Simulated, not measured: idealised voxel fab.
process module | voxel transistor to metal
cross-section cut | 185 nm wide | cells 5 nm
A cross-section is a grid of square cells, given in bands from the top down. A band is one or more rows of cells.
Each band's line starts with the height of the band's top and of its bottom, in nm. Then come its materials from left to right, each with its width in nm. One material with "throughout" fills the band from edge to edge. "air" is empty space.
Height 0 is the level under which the wafer as received is all one material. The lowest band goes on downwards, as in "0 down".
A width such as "30 to 40" changes by the same amount from each row of cells to the next, from the band's top row to its bottom row.
"no change" after a step means that no cell of the cross-section changed.
closed voids: empty space of 8 cells or more with no open way to the top, each as width x height at its distance from the left edge, in nm
after a step's settings: what the simulator itself notes on the step
overlay nm, on a step with a mask: how far to the right of its planned place the mask lay; to the left if negative
plan
1 op RECEIVE | material Si
2 op CONFORMAL_DEP | material SiO2 | thk nm 5
3 op CONFORMAL_DEP | material SiN | thk nm 10
4 op MASKED_ETCH | tone cover | mask id ACTIVE | width nm 110 | etch materials SiN | depth nm 10 | overlay nm 0
5 op MASKED_ETCH | tone cover | mask id ACTIVE | width nm 110 | etch materials SiO2 | depth nm 5 | overlay nm 0
6 op MASKED_ETCH | tone cover | mask id ACTIVE | width nm 110 | etch materials Si | depth nm 35 | overlay nm 0
7 op OXIDIZE | depth nm 5
8 op FILL_DEP | material SiO2 | thk nm 10
9 op CMP | height nm 15
10 op SELECTIVE_ETCH | etch materials SiO2 | depth nm 10
11 op STRIP | etch materials SiN
12 op SELECTIVE_ETCH | etch materials SiO2 | depth nm 5
13 op OXIDIZE | depth nm 5
14 op DIRECTIONAL_DEP | material polySi | thk nm 30
15 op DIRECTIONAL_DEP | material SiCN | thk nm 10
16 op MASKED_ETCH | tone cover | mask id GATE | width nm 30 | etch materials SiCN | depth nm 20 | overlay nm 0
17 op MASKED_ETCH | tone cover | mask id GATE | width nm 30 | etch materials polySi | depth nm 40 | overlay nm 0
18 op CONFORMAL_DEP | material SiN | thk nm 10
19 op DIRECTIONAL_ETCH | etch materials SiN | depth nm 10
20 op DIRECTIONAL_ETCH | etch materials SiO2 | depth nm 5
21 op DIRECTIONAL_ETCH | etch materials Si | depth nm 10
22 op EPI | material pSi | thk nm 10
23 op FILL_DEP | material SiO2 | thk nm 5
24 op CMP | height nm 30
25 op STRIP | etch materials polySi
26 op SELECTIVE_ETCH | etch materials SiO2 | depth nm 5
27 op CONFORMAL_DEP | material HfO2 | thk nm 5
28 op CONFORMAL_DEP | material TiN | thk nm 5
29 op FILL_DEP | material W | thk nm 5
30 op CMP | height nm 25
31 op DIRECTIONAL_DEP | material SiO2 | thk nm 10
32 op MASKED_ETCH | tone open | mask id CONTACT | width nm 20 | pitch nm 80 | etch materials SiO2 | depth nm 40 | overlay nm 0
33 op CONFORMAL_DEP | material TiN | thk nm 5
34 op FILL_DEP | material Ru | thk nm 5
35 op CMP | height nm 35
36 op DIRECTIONAL_DEP | material TiN | thk nm 5
37 op DIRECTIONAL_DEP | material Ru | thk nm 15
38 op PATTERN | tone cover | mask id METAL_1 | material resist | width nm 20 | pitch nm 80 | thk nm 15 | overlay nm 0
39 op DIRECTIONAL_ETCH | etch materials Ru | depth nm 15
40 op DIRECTIONAL_ETCH | etch materials TiN | depth nm 5
41 op STRIP | etch materials resist
42 op CONFORMAL_DEP | material SiCN | thk nm 5
43 op FILL_DEP | material lowk | thk nm 10
44 op CMP | height nm 55
45 op CONFORMAL_DEP | material SiCN | thk nm 5
46 op DIRECTIONAL_DEP | material SiO2 | thk nm 25
47 op DIRECTIONAL_DEP | material aC | thk nm 15
48 op PATTERN | tone open | mask id METAL_2_HOLES | material resist | width nm 15 | pitch nm 80 | thk nm 30 | overlay nm 0
49 op DIRECTIONAL_ETCH | etch materials aC | depth nm 15
50 op STRIP | etch materials resist
51 op DIRECTIONAL_ETCH | etch materials SiO2 | depth nm 25
52 op STRIP | etch materials aC
53 op DIRECTIONAL_DEP | material aC | thk nm 10
54 op PATTERN | tone open | mask id METAL_2 | material resist | width nm 20 | pitch nm 80 | thk nm 30 | overlay nm 0
55 op DIRECTIONAL_ETCH | etch materials aC | depth nm 10
56 op STRIP | etch materials resist
57 op DIRECTIONAL_ETCH | etch materials SiO2 | depth nm 15
58 op DIRECTIONAL_ETCH | etch materials SiCN | depth nm 5
59 op STRIP | etch materials aC
60 op CONFORMAL_DEP | material TiN | thk nm 5
61 op FILL_DEP | material Cu | thk nm 5
62 op CMP | height nm 85
63 op CONFORMAL_DEP | material SiN | thk nm 5
as received, after step 1
  0 down: Si throughout
  closed voids: none
a wafer at the end: this start, this plan, one mistake
  90 to 85: SiN throughout
  85 to 75: SiO2 40 | TiN 5 | Cu 10 | TiN 5 | SiO2 60 | TiN 5 | Cu 10 | TiN 5 | SiO2 45
  75 to 70: SiO2 40 | TiN 5 | Cu 5 | TiN 10 | SiO2 60 | TiN 5 | Cu 5 | TiN 10 | SiO2 45
  70 to 60: SiO2 40 | TiN 5 | Cu 5 | TiN 5 | SiO2 65 | TiN 5 | Cu 5 | TiN 5 | SiO2 50
  60 to 55: SiCN 40 | TiN 15 | SiCN 65 | TiN 15 | SiCN 50
  55 to 40: lowk 35 | SiCN 5 | Ru 20 | SiCN 5 | lowk 50 | SiCN 5 | Ru 20 | SiCN 5 | lowk 40
  40 to 35: SiCN 40 | TiN 20 | SiCN 60 | TiN 20 | SiCN 45
  35 to 30: Ru 35 | TiN 5 | SiO2 20 | TiN 5 | Ru 50 | TiN 5 | SiO2 20 | TiN 5 | Ru 40
  30 to 25: Ru 35 | TiN 5 | SiO2 20 | TiN 60 | SiO2 20 | TiN 5 | Ru 40
  25 to 5: Ru 35 | TiN 5 | SiO2 20 | TiN 5 | SiN 10 | HfO2 5 | TiN 5 | W 10 | TiN 5 | HfO2 5 | SiN 10 | TiN 5 | SiO2 20 | TiN 5 | Ru 40
  5 to 0: Ru 35 | TiN 5 | SiO2 15 | pSi 10 | SiN 10 | HfO2 5 | TiN 20 | HfO2 5 | SiN 10 | pSi 10 | SiO2 15 | TiN 5 | Ru 40
  0 to -5: TiN 40 | SiO2 15 | pSi 10 | SiO2 5 | HfO2 40 | SiO2 5 | pSi 10 | SiO2 15 | TiN 45
  -5 to -15: SiO2 40 | pSi 25 | Si 50 | pSi 25 | SiO2 45
  -15 to -40: SiO2 40 | Si 100 | SiO2 45
  -40 down: Si throughout
  closed voids: none
what went wrong: step 32 ran as: op MASKED_ETCH | tone cover | mask id CONTACT | width nm 20 | pitch nm 80 | etch materials SiO2 | depth nm 40 | overlay nm 0
